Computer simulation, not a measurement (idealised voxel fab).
Title: Process Module voxel released beams
Shown is cross-section cut, with a width of 295 nm and square cells of size 5 nm.
A cross-section is written here as square cells arranged in a grid, and it is given in bands from the top down, each band taking up one or more rows of cells. Heads up on the band format: heights come first, top then bottom, in nm. After that it's the materials left to right, each with its width in nm. A single material flagged "everywhere" fills the whole band edge to edge, and "air" means there's empty space there. Below 0: as-received wafer, all one material; heights counted from there. Lowest band: no bottom, goes on down, written "z 0 and below". The expression "30..40" gives the width at the extremes of the band, the first number at its top row of cells and the second at its bottom row, with the width changing by equal amounts from each row to the next in between. Take "stayed the same" at face value: in the step it is given for, the cross-section changed in none of its cells. "Closed void roster" specifies each empty space that is not open to the top and that occupies no fewer than 8 cells, using the form width x height at distance, the distance measured from the left edge and all three quantities in nm. Where a step's line continues beyond its settings, the continuation is a remark by the simulator itself on that step. overlay nm, on a step with a mask: how far to the right of its planned place the mask lay; to the left if negative.

-- Steps planned for the process
1) op RECEIVE | material Si
2) op CONFORMAL_DEP | material Al2O3 | thk nm 10
3) op DIRECTIONAL_DEP | material SiO2 | thk nm 15
4) op PATTERN | tone open | mask id ANCHOR | material resist | width nm 35 | thk nm 20 | overlay nm 0
5) op DIRECTIONAL_ETCH | etch materials SiO2 | depth nm 15
6) op STRIP | etch materials resist
7) op CONFORMAL_DEP | material SiN | thk nm 15
8) op DIRECTIONAL_DEP | material aC | thk nm 15
9) op PATTERN | tone cover | mask id BEAM | material resist | width nm 115 | thk nm 30 | overlay nm 0
10) op DIRECTIONAL_ETCH | etch materials aC | depth nm 15
11) op STRIP | etch materials resist
12) op DIRECTIONAL_ETCH | etch materials SiN | depth nm 15
13) op STRIP | etch materials aC
14) op STRIP | etch materials SiO2

-- As-received wafer cross-section (after step 1)
  z 0 and below: Si everywhere
  Closed void roster: none

-- Below is the wafer in cross-section after the module was completed. It began from the starting point shown above and followed the plan shown above, except that one mistake was made while running it
  z 40 to 25: air 85  SiN 115  air 95
  z 25 to 15: Al2O3 everywhere
  z 15 to 0: SiO2 everywhere
  z 0 and below: Si everywhere
  Closed void roster: none
The mistake made against the process plan was this: transposition of steps 2 and 3 relative to the planned sequence
